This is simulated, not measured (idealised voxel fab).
This is a process module. Its name is voxel spacer lines.
Shown is cross-section cut, with a width of 175 nm and square cells of size 5 nm.
The cross-sections in this document take the form of a grid made of square cells. They are written out as bands, in order from top to bottom. Each band consists of one or more rows of cells.
Band: top height; bottom height; in nm. Then, left to right: material with width in nm, for each material. "everywhere": a single material spanning edge to edge. "air": empty space.
The reference from which all heights are counted is 0, the level beneath which the as-received wafer is entirely one material; the lowest band, having no lower bound, proceeds downward and is written after the example "top 0, no bottom".
Per-row width for "30 to 40": begins at first number (top row of band), ends at second number (bottom row), increment between rows held constant.
You'll sometimes find "no modification" written for a step, and that's the way of saying that nowhere in the cross-section did a cell change during that step.
Empty spaces counting at least 8 cells and having no open way to the top are listed in "Enclosed void list". The notation width x height at distance is used for each, the distance being from the left edge and all three values in nm.
On a step's line, text after the settings is the simulator commenting on that step.
overlay nm, on a step with a mask: how far to the right of its planned place the mask lay; to the left if negative

This section lists the process steps that were planned
1. RECEIVE [material Si]
2. CONFORMAL_DEP [material Al2O3] [thk nm 10]
3. DIRECTIONAL_DEP [material TiN] [thk nm 15]
4. DIRECTIONAL_DEP [material polySi] [thk nm 25]
5. PATTERN [tone cover] [mask id MANDREL] [material resist] [width nm 25] [pitch nm 70] [thk nm 30] [overlay nm 0]
6. DIRECTIONAL_ETCH [etch materials polySi] [depth nm 25]
7. STRIP [etch materials resist]
8. CONFORMAL_DEP [material SiN] [thk nm 10]
9. DIRECTIONAL_ETCH [etch materials SiN] [depth nm 10]
10. STRIP [etch materials polySi]
11. DIRECTIONAL_ETCH [etch materials TiN] [depth nm 15]
12. STRIP [etch materials SiN]

Cross-section, incoming material, after step 1
    top 0, no bottom = Si everywhere
    Enclosed void list: none

Post-module cross-section of the first of two wafers (run per plan)
    top 25, bottom 10 = 30 nm air, 10 nm TiN, 25 nm air, 10 nm TiN, 25 nm air, 10 nm TiN, 25 nm air, 10 nm TiN, 30 nm air
    top 10, bottom 0 = Al2O3 everywhere
    top 0, no bottom = Si everywhere
    Enclosed void list: none

Wafer two, sectioned after the module: the first wafer's start, the first wafer's plan, and one mistake in how it was run
    top 35, bottom 10 = polySi everywhere
    top 10, bottom 0 = Al2O3 everywhere
    top 0, no bottom = Si everywhere
    Enclosed void list: none
Processing error: a sequencing error occurred in which plan steps 3 and 4 were transposed
Upon completion, the second wafer contains, in terms of cells, a greater or smaller amount of certain materials than the first wafer: 24 fewer of TiN; 175 more of polySi
